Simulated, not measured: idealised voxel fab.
Documented hereafter: the process module known as voxel self aligned contacts.
Square cells of 5 nm make up the cross-section cut, whose width is 160 nm.
In what follows, cross-sections appear as grids of square cells, described through bands that run from the top down, where every band is one or more rows of cells.
Within each band entry, the heights of the top and of the bottom of the band appear first, in that order and in nm; the materials of the band then follow from left to right, each with its corresponding width in nm. The designation "full width" on a single material indicates that it fills the band from edge to edge; the designation "blank" indicates empty space.
Heights are reckoned from 0. Under this level, the received wafer is all of one material. The bottommost band is open-ended downward, for example "from 0 down".
When a width is written as two numbers, as in "30..40", the first number is the width in the top row of cells of the band and the second is the width in its bottom row, and the width changes by the same amount from each row to the next.
A step reported as "nothing was modified" is a step in which no cell of the cross-section changed.
So "Closed empty spaces" is basically the list of trapped voids: any empty space of 8 cells or more that can't reach the top through an opening. They're written width x height at distance, the distance being from the left edge, and it's all nm.
after a step's settings: what the simulator itself notes on the step
overlay nm: for a step with a mask, the amount by which the mask lay right of where it was planned; a negative amount means left of it.
### Process steps - plan
| 1 | RECEIVE: material Si |
| 2 | CONFORMAL_DEP: material SiO2, thk nm 5 |
| 3 | DIRECTIONAL_DEP: material polySi, thk nm 20 |
| 4 | DIRECTIONAL_DEP: material SiN, thk nm 20 |
| 5 | MASKED_ETCH: tone cover, mask id GATE, width nm 30, pitch nm 75, etch materials SiN, depth nm 20, overlay nm 0 |
| 6 | MASKED_ETCH: tone cover, mask id GATE, width nm 30, pitch nm 75, etch materials polySi, depth nm 20, overlay nm 0 |
| 7 | CONFORMAL_DEP: material SiN, thk nm 10 |
| 8 | DIRECTIONAL_ETCH: etch materials SiN, depth nm 10 |
| 9 | FILL_DEP: material SiO2, thk nm 15 |
| 10 | CMP: height nm 50 |
| 11 | PATTERN: tone open, mask id CONTACT, material resist, width nm 55, thk nm 20, overlay nm 0 |
| 12 | DIRECTIONAL_ETCH: etch materials SiO2, depth nm 50 |
| 13 | STRIP: etch materials resist |
| 14 | CONFORMAL_DEP: material TiN, thk nm 5 |
| 15 | FILL_DEP: material W, thk nm 10 |
| 16 | CMP: height nm 50 |
| 17 | CONFORMAL_DEP: material SiN, thk nm 5 |
### As received (post step 1): cross-section
    from 0 down: Si full width
    Closed empty spaces: none
### Module complete - cross-section of the first of two wafers, run according to plan
    from 55 to 50: SiN full width
    from 50 to 45: SiO2: 50 | TiN: 20 | W: 15 | TiN: 20 | SiO2: 55
    from 45 to 25: SiO2: 15 | SiN: 50 | TiN: 5 | W: 15 | TiN: 5 | SiN: 50 | SiO2: 20
    from 25 to 5: SiO2: 15 | SiN: 10 | polySi: 30 | SiN: 10 | TiN: 5 | W: 15 | TiN: 5 | SiN: 10 | polySi: 30 | SiN: 10 | SiO2: 20
    from 5 to 0: SiO2: 65 | TiN: 25 | SiO2: 70
    from 0 down: Si full width
    Closed empty spaces: none
### End-of-module cross-section of the second wafer: identical starting point and process plan to the first, with one processing mistake
    from 55 to 50: SiN full width
    from 50 to 45: SiO2: 50 | TiN: 55 | SiO2: 55
    from 45 to 25: SiN: 35 | SiO2: 10 | SiN: 65 | SiO2: 10 | SiN: 40
    from 25 to 5: polySi full width
    from 5 to 0: SiO2 full width
    from 0 down: Si full width
    Closed empty spaces: none
Where did the run depart from the plan? step 5 off recipe, ran as MASKED_ETCH: tone open, mask id GATE, width nm 30, pitch nm 75, etch materials SiN, depth nm 20, overlay nm 0
Cell-count delta at end, second wafer over first, by material: SiO2 -35; TiN -18; W -27; polySi +80
